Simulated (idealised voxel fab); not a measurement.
A process module follows: voxel released beams.
It is cross-section cut that appears here, measuring 190 nm in width, its square cells being 5 nm in size.
Heads up, the way a cross-section reads in here is a grid of square cells, handed over as bands from the top down, with every band being one or more rows of cells. Look at the band entry: it leads with the top's height and the bottom's height in nm. Then it lists the materials left to right, with a width in nm for each. The word "all across" on a single material says that material fills the band edge to edge. The word "air" is empty space. Convention: height 0 is the level below which the wafer, as received, is all one material. The lowest band does not terminate at the bottom but continues downward, represented as "top 0, no bottom". Per-row width for "30 to 40": begins at first number (top row of band), ends at second number (bottom row), increment between rows held constant. No cell of the cross-section changed in a step that is given as "no modifications". Closed-off voids of 8+ cells (no open route to the top) go in "Enclosed cavity list", written width x height at distance from the left edge, in nm. Whatever follows a step's settings on its line is a remark the simulator itself makes about that step. Regarding "overlay nm": on a step with a mask, it is the distance the mask lay to the right of its planned place; a negative value places it to the left.
plan
| 1 | RECEIVE | material Si |
| 2 | CONFORMAL_DEP | material SiN | thk nm 5 |
| 3 | DIRECTIONAL_DEP | material SiO2 | thk nm 20 |
| 4 | PATTERN | tone open | mask id ANCHOR | material resist | width nm 45 | thk nm 15 | overlay nm 0 |
| 5 | DIRECTIONAL_ETCH | etch materials SiO2 | depth nm 20 |
| 6 | STRIP | etch materials resist |
| 7 | CONFORMAL_DEP | material TiN | thk nm 15 |
| 8 | PATTERN | tone cover | mask id BEAM | material resist | width nm 130 | thk nm 15 | overlay nm 0 |
| 9 | DIRECTIONAL_ETCH | etch materials TiN | depth nm 15 |
| 10 | STRIP | etch materials resist |
| 11 | STRIP | etch materials SiO2 |
As-received state of the wafer in cross-section, equivalent to post-step 1
    top 0, no bottom | Si all across
    Enclosed cavity list: none
Look at the cross-section after the module: the wafer started out the way shown above and the plan was the one shown above, yet one mistake was made along the way
    top 40, bottom 25 | air (25) / TiN (20) / air (20) / TiN (90) / air (35)
    top 25, bottom 20 | air (30) / TiN (15) / air (20) / TiN (15) / air (110)
    top 20, bottom 5 | air (30) / TiN (50) / air (110)
    top 5, bottom 0 | SiN all across
    top 0, no bottom | Si all across
    Enclosed cavity list: none
Nonconformance to the process plan: step 4 ran differently from the plan; actual operation with settings: PATTERN | tone open | mask id ANCHOR | material resist | width nm 50 | thk nm 15 | overlay nm 0
